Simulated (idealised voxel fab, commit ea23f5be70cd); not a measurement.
Process module name: voxel self aligned contacts
FYI the section here is cut, 265 nm wide, cells are 5 nm squares.
We lay out every cross-section as a grid of square cells and spell it out in bands from the top down, where one band means one or more rows of cells. Heads up on the band format: heights come first, top then bottom, in nm. After that it's the materials left to right, each with its width in nm. A single material flagged "all across" fills the whole band edge to edge, and "blank" means there's empty space there. Height is counted from the level 0, under which the received wafer is composed throughout of one material. The lowest of the bands is not closed at the bottom but continues downward, in the notation "0 down". When a width is written as two numbers, as in "30 to 40", the first number is the width in the top row of cells of the band and the second is the width in its bottom row, and the width changes by the same amount from each row to the next. You'll sometimes find "nothing changed" written for a step, and that's the way of saying that nowhere in the cross-section did a cell change during that step. Under "Sealed void listing" you'll find the enclosed gaps, the ones with no way out to the top, that are 8 cells or bigger; each reads width x height at distance, with distance counted from the left edge, everything in nm. That trailing text on a step's line, after the settings, is the simulator's own remark on the step. overlay nm: right-of-plan distance of the mask on a masked step; negative values mean left-of-plan.
**Process steps (planned)**
1: RECEIVE [material Si]
2: CONFORMAL_DEP [material SiO2] [thk nm 5]
3: DIRECTIONAL_DEP [material polySi] [thk nm 25]
4: DIRECTIONAL_DEP [material SiN] [thk nm 20]
5: PATTERN [tone cover] [mask id GATE] [material resist] [width nm 30] [pitch nm 70] [thk nm 20] [overlay nm 0]
6: DIRECTIONAL_ETCH [etch materials SiN] [depth nm 20]
7: DIRECTIONAL_ETCH [etch materials polySi] [depth nm 25]
8: STRIP [etch materials resist]
9: CONFORMAL_DEP [material SiN] [thk nm 10]
10: DIRECTIONAL_ETCH [etch materials SiN] [depth nm 10]
11: FILL_DEP [material SiO2] [thk nm 15]
12: CMP [height nm 60]
13: MASKED_ETCH [tone open] [mask id CONTACT] [width nm 50] [pitch nm 70] [etch materials SiO2] [depth nm 60] [overlay nm 0]
14: CONFORMAL_DEP [material TiN] [thk nm 5]
15: FILL_DEP [material Ru] [thk nm 10]
16: CMP [height nm 60]
17: CONFORMAL_DEP [material SiN] [thk nm 5]
**As-received wafer cross-section (after step 1)**
  0 down = Si all across
  Sealed void listing: none
**Here's the cross-section of the first of our two wafers at the end of the module - it ran as planned**
  65 to 60 = SiN all across
  60 to 50 = 70 of SiO2, then 5 to 20 of TiN, then 40 to 10 of Ru, then 5 to 20 of TiN, then 20 of SiO2, then 5 to 20 of TiN, then 40 to 10 of Ru, then 5 to 20 of TiN, then 75 of SiO2
  50 to 30 = 35 of SiO2, then 50 of SiN, then 5 of TiN, then 10 of Ru, then 5 of TiN, then 50 of SiN, then 5 of TiN, then 10 of Ru, then 5 of TiN, then 50 of SiN, then 40 of SiO2
  30 to 5 = 35 of SiO2, then 10 of SiN, then 30 of polySi, then 10 of SiN, then 5 of TiN, then 10 of Ru, then 5 of TiN, then 10 of SiN, then 30 of polySi, then 10 of SiN, then 5 of TiN, then 10 of Ru, then 5 of TiN, then 10 of SiN, then 30 of polySi, then 10 of SiN, then 40 of SiO2
  5 to 0 = 85 of SiO2, then 20 of TiN, then 50 of SiO2, then 20 of TiN, then 90 of SiO2
  0 down = Si all across
  Sealed void listing: none
**Cross-section at end of module for the second wafer of two, which matched the first in starting point and plan and differed by one mistake in its processing**
  65 to 60 = SiN all across
  60 to 55 = 35 of SiO2, then 50 of SiN, then 5 of TiN, then 10 of Ru, then 5 of TiN, then 50 of SiN, then 5 of TiN, then 10 of Ru, then 5 of TiN, then 50 of SiN, then 40 of SiO2
  55 to 50 = 35 of SiO2, then 50 of SiN, then 20 of TiN, then 50 of SiN, then 20 of TiN, then 50 of SiN, then 40 of SiO2
  50 to 30 = SiN all across
  30 to 5 = polySi all across
  5 to 0 = SiO2 all across
  0 down = Si all across
  Sealed void listing: none
So what did we get wrong on this run? the plan had its step 4 run twice
Final comparison by cell count, materials where the second wafer has more or fewer than the first: Ru: 52 fewer | SiN: 92 more | SiO2: 163 fewer | TiN: 52 fewer | polySi: 175 more
